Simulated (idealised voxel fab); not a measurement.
Proc. module: voxel double patterning
Xsec cut, 300 nm wide, square cell size 5 nm.
How to read a cross-section here: the picture is a grid of square cells, written as bands going from the top down, and any band can span one or more rows of cells. Read a band's entry like this: the first values are the height of its top and the height of its bottom in nm, and what follows is the sequence of materials from left to right, each with its width in nm. Note that "empty" is empty space, and that a single material marked "everywhere" reaches across the band from edge to edge. Ref level 0: as-received wafer is one material below here. Bottom band extends down with no lower bound ("0 and below"). Top row gets the first number, bottom row gets the second, and each row in between changes by the same step: that is how a band width like "30 to 40" works. What does "changes: none" mean for a step? It means no cell of the cross-section changed in that step. The entry titled "Sealed internal cavities" provides the empty spaces that have no open way to the top, restricted to those of 8 cells or more. Each is presented as width x height at distance, the distance being measured from the left edge, with all three in nm. Post-settings text on a step line: simulator's own remark regarding the step. "overlay nm" on a masked step: distance the mask lay right of its planned place, negative for left.

Process steps foreseen in the plan
step 1: RECEIVE with material Si
step 2: CONFORMAL_DEP with material SiN, thk nm 5
step 3: DIRECTIONAL_DEP with material SiO2, thk nm 20
step 4: DIRECTIONAL_DEP with material SiCN, thk nm 10
step 5: DIRECTIONAL_DEP with material aC, thk nm 10
step 6: PATTERN with tone open, mask id FIRST, material resist, width nm 15, pitch nm 50, thk nm 25, overlay nm -15
step 7: DIRECTIONAL_ETCH with etch materials aC, depth nm 10
step 8: STRIP with etch materials resist
step 9: DIRECTIONAL_ETCH with etch materials SiCN, depth nm 10
step 10: STRIP with etch materials aC
step 11: DIRECTIONAL_DEP with material aC, thk nm 10
step 12: PATTERN with tone open, mask id SECOND, material resist, width nm 15, pitch nm 50, thk nm 30, overlay nm 0
step 13: DIRECTIONAL_ETCH with etch materials aC, depth nm 10
step 14: STRIP with etch materials resist
step 15: DIRECTIONAL_ETCH with etch materials SiCN, depth nm 10
step 16: STRIP with etch materials aC
step 17: DIRECTIONAL_ETCH with etch materials SiO2, depth nm 20
step 18: STRIP with etch materials SiCN
Across this set of wafers, the varied parameter is the overlay nm of step 6. Starting conditions are identical for every wafer, and the plan reports the value assigned to the first wafer.

After step 1, as received: first of several wafers, cross-section
- 0 and below | Si everywhere
- Sealed internal cavities: none

First wafer of several, cross-section, module end, after step 18 (last)
- 25 down to 5 | SiO2=75 | empty=15 | SiO2=25 | empty=25 | SiO2=25 | empty=25 | SiO2=110
- 5 down to 0 | SiN everywhere
- 0 and below | Si everywhere
- Sealed internal cavities: none

Last wafer x-sec, end of module
- 25 down to 5 | SiO2=105 | empty=25 | SiO2=25 | empty=25 | SiO2=25 | empty=15 | SiO2=80
- 5 down to 0 | SiN everywhere
- 0 and below | Si everywhere
- Sealed internal cavities: none

The table below has one row for each wafer; a row shows, as of the end of the module, how many cells of each material the wafer has gained, marked (+), or lost, marked (-), since it was received, and then the wafer's closed voids
overlay nm -15 | +60 SiN | +188 SiO2 | Sealed internal cavities: none
overlay nm -10 | +60 SiN | +180 SiO2 | Sealed internal cavities: none
overlay nm -5 | +60 SiN | +180 SiO2 | Sealed internal cavities: none
overlay nm 0 | +60 SiN | +180 SiO2 | Sealed internal cavities: none
overlay nm 5 | +60 SiN | +180 SiO2 | Sealed internal cavities: none
overlay nm 10 | +60 SiN | +180 SiO2 | Sealed internal cavities: none
overlay nm 15 | +60 SiN | +188 SiO2 | Sealed internal cavities: none
